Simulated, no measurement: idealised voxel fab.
The process module that follows is named voxel self aligned contacts.
The cross-section on display is named cut; it measures 240 nm wide, and its cells are 5 nm squares.
Just so we're on the same page, the cross-sections are grids of square cells, and they're listed out in bands top to bottom, each band one or more rows deep. Per band: top height and bottom height in nm, followed by the left-to-right materials and their widths in nm; "everywhere" marks a single material spanning edge to edge, "air" marks empty space. We count height from 0. Below that, the starting wafer is all one material. The lowest band never ends at the bottom but goes on down; see "z 0 and below" for how that is written. The width entry "30 to 40" should be interpreted row by row: the top row of cells in the band takes the first number, the bottom row takes the second number, and the change between adjacent rows is uniform throughout. "identical to before" after a step means that no cell of the cross-section changed. Listed in "Non-vented voids": every empty space of 8 or more cells without an open way to the top. Form: width x height at distance, the distance being from the left edge, all in nm. Read whatever lies past the settings on a step's line as the simulator's own remark about the step. A step line may carry the setting "overlay nm", which, for steps involving a mask, states the distance by which the mask lay to the right of its intended position; negative values denote displacement to the left.

THE FOLLOWING LIST GIVES THE PLANNED PROCESS STEPS
- 1: op RECEIVE | material Si
- 2: op OXIDIZE | depth nm 5
- 3: op DIRECTIONAL_DEP | material polySi | thk nm 20
- 4: op DIRECTIONAL_DEP | material SiN | thk nm 15
- 5: op PATTERN | tone cover | mask id GATE | material resist | width nm 30 | pitch nm 60 | thk nm 20 | overlay nm 0
- 6: op DIRECTIONAL_ETCH | etch materials SiN | depth nm 15
- 7: op DIRECTIONAL_ETCH | etch materials polySi | depth nm 20
- 8: op STRIP | etch materials resist
- 9: op CONFORMAL_DEP | material SiN | thk nm 5
- 10: op DIRECTIONAL_ETCH | etch materials SiN | depth nm 5
- 11: op FILL_DEP | material SiO2 | thk nm 15
- 12: op CMP | height nm 40
- 13: op PATTERN | tone open | mask id CONTACT | material resist | width nm 40 | thk nm 15 | overlay nm 0
- 14: op DIRECTIONAL_ETCH | etch materials SiO2 | depth nm 45
- 15: op STRIP | etch materials resist
- 16: op CONFORMAL_DEP | material TiN | thk nm 5
- 17: op FILL_DEP | material Ru | thk nm 5
- 18: op CMP | height nm 40
- 19: op CONFORMAL_DEP | material SiCN | thk nm 5

CROSS-SECTION: WAFER ON ARRIVAL = AFTER STEP 1
> z 0 and below = Si everywhere
> Non-vented voids: none

END-OF-MODULE CROSS-SECTION OF THE FIRST OF TWO WAFERS, PROCESSED AS PLANNED
> z 45 to 40 = SiCN everywhere
> z 40 to 35 = SiO2 100, TiN 15, Ru 10, TiN 15, SiO2 100
> z 35 to 20 = SiO2 70, SiN 40, TiN 5, Ru 10, TiN 5, SiN 40, SiO2 70
> z 20 to 0 = SiO2 70, SiN 5, polySi 30, SiN 5, TiN 5, Ru 10, TiN 5, SiN 5, polySi 30, SiN 5, SiO2 70
> z 0 to -5 = SiO2 110, TiN 20, SiO2 110
> z -5 and below = Si everywhere
> Non-vented voids: none

WAFER TWO, END OF MODULE, CROSS-SECTION. SAME START, SAME PLAN AS WAFER ONE. ONE MISTAKE IN THE RUN
> z 45 to 40 = SiCN everywhere
> z 40 to 35 = TiN 115, Ru 10, TiN 115
> z 35 to 20 = SiO2 70, SiN 40, TiN 5, Ru 10, TiN 5, SiN 40, SiO2 70
> z 20 to 0 = SiO2 70, SiN 5, polySi 30, SiN 5, TiN 5, Ru 10, TiN 5, SiN 5, polySi 30, SiN 5, SiO2 70
> z 0 to -5 = SiO2 110, TiN 20, SiO2 110
> z -5 and below = Si everywhere
> Non-vented voids: none
Plan not followed: off-plan run, step 12, actual operation and settings op CMP | height nm 35
It is noted that, at the conclusion of processing, the second wafer exhibits a higher or lower cell count for certain materials relative to the first: SiO2 -40 | TiN +40
